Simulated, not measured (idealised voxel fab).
process module | voxel wiring stack
Square cells of 5 nm make up the cross-section cut, whose width is 195 nm.
Think of the cross-section as a grid of square cells. We describe it in bands, top to bottom, and each band covers one or more rows of those cells.
Heights first: top, then bottom, in nm. Then materials, left to right, each with a width in nm. "throughout" on a single material: fills the band edge to edge. "blank": empty space.
All heights in this document are referenced to 0, defined as the level beneath which the wafer, as received, consists entirely of one material. The lowest band is not bounded below; it extends indefinitely downward and is written in the form "top 0, no bottom".
The notation "30->40" denotes a width that varies across the rows of cells in the band, beginning at the first number in the top row, finishing at the second number in the bottom row, and changing by an identical amount from each row to the next.
Where the words "changes: none" appear for a step, the cross-section shows no cell changed by that step; every cell remained as before.
"Enclosed void listing" contains a list of empty spaces, each no smaller than 8 cells and without an open way to the top, written in the form width x height at distance with the distance from the left edge and all three in nm.
Where a step's line continues beyond its settings, the continuation is a remark by the simulator itself on that step.
overlay nm: mask offset rightward from planned place, masked step; negative means leftward offset.

Process steps (planned):
step 1: RECEIVE [material Si]
step 2: CONFORMAL_DEP [material SiO2] [thk nm 10]
step 3: CONFORMAL_DEP [material SiCN] [thk nm 5]
step 4: DIRECTIONAL_DEP [material lowk] [thk nm 20]
step 5: MASKED_ETCH [tone open] [mask id METAL_1] [width nm 25] [pitch nm 45] [etch materials lowk] [depth nm 20] [overlay nm 0]
step 6: MASKED_ETCH [tone open] [mask id METAL_1] [width nm 25] [pitch nm 45] [etch materials SiCN] [depth nm 5] [overlay nm 0]
step 7: CONFORMAL_DEP [material TiN] [thk nm 5]
step 8: FILL_DEP [material Ru] [thk nm 5]
step 9: CMP [height nm 35]
step 10: CONFORMAL_DEP [material SiCN] [thk nm 5]
step 11: DIRECTIONAL_DEP [material SiO2] [thk nm 35]
step 12: MASKED_ETCH [tone open] [mask id METAL_2_HOLES] [width nm 15] [pitch nm 45] [etch materials SiO2] [depth nm 35] [overlay nm 0]
step 13: DIRECTIONAL_DEP [material aC] [thk nm 15]
step 14: PATTERN [tone open] [mask id METAL_2] [material resist] [width nm 25] [pitch nm 45] [thk nm 30] [overlay nm 0]
step 15: DIRECTIONAL_ETCH [etch materials aC] [depth nm 15]
step 16: STRIP [etch materials resist]
step 17: DIRECTIONAL_ETCH [etch materials SiO2] [depth nm 20]
step 18: DIRECTIONAL_ETCH [etch materials SiCN] [depth nm 5]
step 19: STRIP [etch materials aC]
step 20: CONFORMAL_DEP [material TiN] [thk nm 5]
step 21: FILL_DEP [material Cu] [thk nm 5]
step 22: CMP [height nm 75]
step 23: CONFORMAL_DEP [material SiCN] [thk nm 5]
step 24: DIRECTIONAL_DEP [material SiO2] [thk nm 10]
step 25: DIRECTIONAL_DEP [material aC] [thk nm 10]
step 26: PATTERN [tone open] [mask id PLUG_2] [material resist] [width nm 15] [pitch nm 90] [thk nm 25] [overlay nm 0]
step 27: DIRECTIONAL_ETCH [etch materials aC] [depth nm 10]
step 28: STRIP [etch materials resist]
step 29: DIRECTIONAL_ETCH [etch materials SiO2] [depth nm 10]
step 30: DIRECTIONAL_ETCH [etch materials SiCN] [depth nm 5]
step 31: STRIP [etch materials aC]
step 32: CONFORMAL_DEP [material TiN] [thk nm 5]
step 33: FILL_DEP [material Cu] [thk nm 5]
step 34: CMP [height nm 90]
step 35: DIRECTIONAL_DEP [material TiN] [thk nm 5]
step 36: DIRECTIONAL_DEP [material W] [thk nm 20]
step 37: MASKED_ETCH [tone cover] [mask id METAL_3] [width nm 25] [pitch nm 45] [etch materials W] [depth nm 20] [overlay nm 0]
step 38: MASKED_ETCH [tone cover] [mask id METAL_3] [width nm 25] [pitch nm 45] [etch materials TiN] [depth nm 5] [overlay nm 0]
step 39: CONFORMAL_DEP [material SiCN] [thk nm 5]
step 40: FILL_DEP [material SiO2] [thk nm 10]
step 41: CMP [height nm 115]
step 42: CONFORMAL_DEP [material SiN] [thk nm 5]

Here's what the wafer looked like in cross-section when it arrived - that's after step 1:
- top 0, no bottom: Si throughout
- Enclosed void listing: none

Starting wafer: above. Plan: above. Run: one mistake. Cross-section after the module: below:
- top 135, bottom 130: SiN throughout
- top 130, bottom 120: SiO2 throughout
- top 120, bottom 115: 35 of SiO2, 35 of SiCN, 10 of SiO2, 35 of SiCN, 10 of SiO2, 35 of SiCN, 35 of SiO2
- top 115, bottom 95: 35 of SiO2, 5 of SiCN, 25 of W, 5 of SiCN, 10 of SiO2, 5 of SiCN, 25 of W, 5 of SiCN, 10 of SiO2, 5 of SiCN, 25 of W, 5 of SiCN, 35 of SiO2
- top 95, bottom 90: 40 of SiCN, 25 of TiN, 20 of SiCN, 25 of TiN, 20 of SiCN, 25 of TiN, 40 of SiCN
- top 90, bottom 80: 40 of SiO2, 5 of TiN, 5 of Cu, 5 of TiN, 75 of SiO2, 5 of TiN, 5 of Cu, 5 of TiN, 50 of SiO2
- top 80, bottom 75: 40 of SiCN, 15 of TiN, 75 of SiCN, 15 of TiN, 50 of SiCN
- top 75, bottom 60: 40 of SiO2, 5 of TiN, 15 of Cu, 5 of TiN, 20 of SiO2, 5 of TiN, 15 of Cu, 5 of TiN, 20 of SiO2, 5 of TiN, 15 of Cu, 5 of TiN, 40 of SiO2
- top 60, bottom 55: 40 of SiO2, 5 of TiN, 5 of Cu, 15 of TiN, 20 of SiO2, 5 of TiN, 5 of Cu, 15 of TiN, 20 of SiO2, 5 of TiN, 5 of Cu, 15 of TiN, 40 of SiO2
- top 55, bottom 40: 40 of SiO2, 5 of TiN, 5 of Cu, 5 of TiN, 30 of SiO2, 5 of TiN, 5 of Cu, 5 of TiN, 30 of SiO2, 5 of TiN, 5 of Cu, 5 of TiN, 50 of SiO2
- top 40, bottom 35: 40 of SiCN, 15 of TiN, 30 of SiCN, 15 of TiN, 30 of SiCN, 15 of TiN, 50 of SiCN
- top 35, bottom 15: 40 of lowk, 5 of TiN, 15 of Ru, 5 of TiN, 20 of lowk, 5 of TiN, 15 of Ru, 5 of TiN, 20 of lowk, 5 of TiN, 15 of Ru, 5 of TiN, 40 of lowk
- top 15, bottom 10: 40 of SiCN, 25 of TiN, 20 of SiCN, 25 of TiN, 20 of SiCN, 25 of TiN, 40 of SiCN
- top 10, bottom 0: SiO2 throughout
- top 0, no bottom: Si throughout
- Enclosed void listing: none
Nonconformance to the process plan: step 41 of the plan got skipped, so it never ran
